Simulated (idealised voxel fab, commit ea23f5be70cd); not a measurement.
Documented hereafter: the process module known as voxel trench capacitor.
FYI the section here is cut, 215 nm wide, cells are 5 nm squares.
Cross-section layout: square cells on a grid; listed as bands, top to bottom; a band spans one or more cell rows. What a band's entry tells you: where the top is and where the bottom is, as heights in nm, and after that what lies inside, material by material from left to right, each with its width in nm. Empty space is written as the word "air", and a single material marked with the word "everywhere" occupies the band from edge to edge. Heights from 0 (as-received wafer is one material below). Bottom band endless downward, as "0 -> down". With a width like "30->40", each row of cells in the band differs from the next by the same amount, the top row carrying the first number and the bottom row the second. What does "nothing changed" mean for a step? It means no cell of the cross-section changed in that step. "Enclosed void inventory" lists enclosed empty spaces (at least 8 cells, no open path upward to the top), each as width x height at distance from the left edge, in nm. On a step's line, text after the settings is the simulator commenting on that step. "overlay nm" answers the question of how far to the right of plan the mask lay on a step that has a mask, and when it is negative the answer is to the left.
HERE'S WHAT THE PLANNED PROCESS STEPS LOOK LIKE
1 RECEIVE: material Si
2 CONFORMAL_DEP: material SiN, thk nm 10
3 MASKED_ETCH: tone open, mask id TRENCH, width nm 30, pitch nm 45, etch materials SiN, depth nm 10, overlay nm 0
4 MASKED_ETCH: tone open, mask id TRENCH, width nm 30, pitch nm 45, etch materials Si, depth nm 25, overlay nm 0
5 CONFORMAL_DEP: material Al2O3, thk nm 5
6 CONFORMAL_DEP: material TiN, thk nm 5
7 FILL_DEP: material W, thk nm 5
8 CMP: height nm 10
AS-RECEIVED STATE OF THE WAFER IN CROSS-SECTION, EQUIVALENT TO POST-STEP 1
0 -> down: Si everywhere
Enclosed void inventory: none
CROSS-SECTIONAL IMAGE OF THE FIRST OF TWO WAFERS AT THE END OF THE MODULE, THE RUN HAVING PROCEEDED AS PLANNED
10 -> 0: SiN 45 nm | Al2O3 5 nm | TiN 5 nm | W 10 nm | TiN 5 nm | Al2O3 5 nm | SiN 15 nm | Al2O3 5 nm | TiN 5 nm | W 10 nm | TiN 5 nm | Al2O3 5 nm | SiN 15 nm | Al2O3 5 nm | TiN 5 nm | W 10 nm | TiN 5 nm | Al2O3 5 nm | SiN 50 nm
0 -> -15: Si 45 nm | Al2O3 5 nm | TiN 5 nm | W 10 nm | TiN 5 nm | Al2O3 5 nm | Si 15 nm | Al2O3 5 nm | TiN 5 nm | W 10 nm | TiN 5 nm | Al2O3 5 nm | Si 15 nm | Al2O3 5 nm | TiN 5 nm | W 10 nm | TiN 5 nm | Al2O3 5 nm | Si 50 nm
-15 -> -20: Si 45 nm | Al2O3 5 nm | TiN 20 nm | Al2O3 5 nm | Si 15 nm | Al2O3 5 nm | TiN 20 nm | Al2O3 5 nm | Si 15 nm | Al2O3 5 nm | TiN 20 nm | Al2O3 5 nm | Si 50 nm
-20 -> -25: Si 45 nm | Al2O3 30 nm | Si 15 nm | Al2O3 30 nm | Si 15 nm | Al2O3 30 nm | Si 50 nm
-25 -> down: Si everywhere
Enclosed void inventory: none
THIS IS THE SECOND OF THE TWO WAFERS, CROSS-SECTIONED AT THE END OF THE MODULE; IT STARTED EXACTLY LIKE THE FIRST AND WAS GIVEN THE SAME PLAN, BUT IT WAS RUN WITH ONE MISTAKE
10 -> 0: SiN 45 nm | Al2O3 5 nm | TiN 5 nm | W 10 nm | TiN 5 nm | Al2O3 5 nm | SiN 15 nm | Al2O3 5 nm | TiN 5 nm | W 10 nm | TiN 5 nm | Al2O3 5 nm | SiN 15 nm | Al2O3 5 nm | TiN 5 nm | W 10 nm | TiN 5 nm | Al2O3 5 nm | SiN 50 nm
0 -> -40: Si 45 nm | Al2O3 5 nm | TiN 5 nm | W 10 nm | TiN 5 nm | Al2O3 5 nm | Si 15 nm | Al2O3 5 nm | TiN 5 nm | W 10 nm | TiN 5 nm | Al2O3 5 nm | Si 15 nm | Al2O3 5 nm | TiN 5 nm | W 10 nm | TiN 5 nm | Al2O3 5 nm | Si 50 nm
-40 -> -45: Si 45 nm | Al2O3 5 nm | TiN 20 nm | Al2O3 5 nm | Si 15 nm | Al2O3 5 nm | TiN 20 nm | Al2O3 5 nm | Si 15 nm | Al2O3 5 nm | TiN 20 nm | Al2O3 5 nm | Si 50 nm
-45 -> -50: Si 45 nm | Al2O3 30 nm | Si 15 nm | Al2O3 30 nm | Si 15 nm | Al2O3 30 nm | Si 50 nm
-50 -> down: Si everywhere
Enclosed void inventory: none
Error vs. plan: plan step 4 was twice executed
FYI, end of process, the second wafer has more or fewer cells of some materials than the first: +30 Al2O3 | -90 Si | +30 TiN | +30 W
